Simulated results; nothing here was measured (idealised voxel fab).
Process module heading - voxel gate over fins
Cross-section cut: width 240 nm, square cells of 5 nm.
Each cross-section below is a grid of square cells, stated as bands in top-down order, with one or more rows of cells making up each band. In this notation a band is specified by the heights of its top and bottom, in that order and in nm, after which its materials appear from left to right, each paired with its width in nm. The word "edge to edge" attached to a single material means that material fills the band from edge to edge; the word "empty" stands for empty space. Heights are expressed relative to 0, this being the level below which the as-received wafer comprises one material exclusively. The lowest band is unbounded in the downward direction and is denoted as in "0 and below". Read "30..40" as a graded width: first number on top, second number at the bottom, same change between each pair of neighbouring rows. "identical to before" (step): cross-section cells unchanged, all of them. In "Closed void inventory" the enclosed voids are listed, meaning empty spaces of 8 cells or larger without any opening to the top. The form is width x height at distance, distance from the left edge, units nm. Whatever follows a step's settings on its line is a remark the simulator itself makes about that step. For masked steps, "overlay nm" on the step line gives how far right of plan the mask actually lay; a minus sign means it lay to the left.

### Process steps - plan
1) RECEIVE (material Si)
2) CONFORMAL_DEP (material SiN; thk nm 5)
3) DIRECTIONAL_DEP (material aC; thk nm 15)
4) PATTERN (tone cover; mask id FINS; material resist; width nm 15; pitch nm 50; thk nm 30; overlay nm 0)
5) DIRECTIONAL_ETCH (etch materials aC; depth nm 15)
6) STRIP (etch materials resist)
7) DIRECTIONAL_ETCH (etch materials SiN; depth nm 5)
8) DIRECTIONAL_ETCH (etch materials Si; depth nm 35)
9) STRIP (etch materials aC)
10) OXIDIZE (depth nm 5)
11) FILL_DEP (material SiO2; thk nm 15)
12) CMP (height nm 5)
13) DIRECTIONAL_DEP (material aC; thk nm 10)
14) PATTERN (tone open; mask id RAIL; material resist; width nm 15; thk nm 30; overlay nm 0)
15) DIRECTIONAL_ETCH (etch materials aC; depth nm 10)
16) STRIP (etch materials resist)
17) DIRECTIONAL_ETCH (etch materials SiO2; depth nm 35)
18) STRIP (etch materials aC)
19) CONFORMAL_DEP (material TiN; thk nm 5)
20) FILL_DEP (material W; thk nm 5)
21) CMP (height nm 5)
22) SELECTIVE_ETCH (etch materials W Ru TiN; depth nm 25)
23) FILL_DEP (material SiO2; thk nm 5)
24) CMP (height nm 5)
25) SELECTIVE_ETCH (etch materials SiO2; depth nm 15)
26) STRIP (etch materials SiN)
27) CONFORMAL_DEP (material HfO2; thk nm 5)
28) CONFORMAL_DEP (material TiN; thk nm 5)
29) CONFORMAL_DEP (material TiAl; thk nm 5)
30) CONFORMAL_DEP (material TiN; thk nm 5)
31) FILL_DEP (material W; thk nm 15)
32) CMP (height nm 30)
33) CONFORMAL_DEP (material SiN; thk nm 10)
Heads up: all these wafers start the same, and what changes between them is the width nm in step 4. The value you see in the plan is just what the first wafer got.

### This is how the first of several wafers looked in cross-section when it arrived, which is after step 1
- 0 and below = Si edge to edge
- Closed void inventory: none

### Heads up, this table goes wafer by wafer. A row tells you, at the end of the module, how many cells of each material that wafer has put on (+) or dropped (-) since it was received, and then its closed voids
width nm 15 | +56 HfO2 | -368 Si | +96 SiN | +270 SiO2 | +56 TiAl | +117 TiN | +157 W | Closed void inventory: none
width nm 20 | +56 HfO2 | -352 Si | +96 SiN | +258 SiO2 | +56 TiAl | +117 TiN | +153 W | Closed void inventory: none
width nm 25 | +56 HfO2 | -336 Si | +96 SiN | +246 SiO2 | +56 TiAl | +115 TiN | +151 W | Closed void inventory: none
width nm 30 | +56 HfO2 | -320 Si | +96 SiN | +234 SiO2 | +56 TiAl | +113 TiN | +149 W | Closed void inventory: none
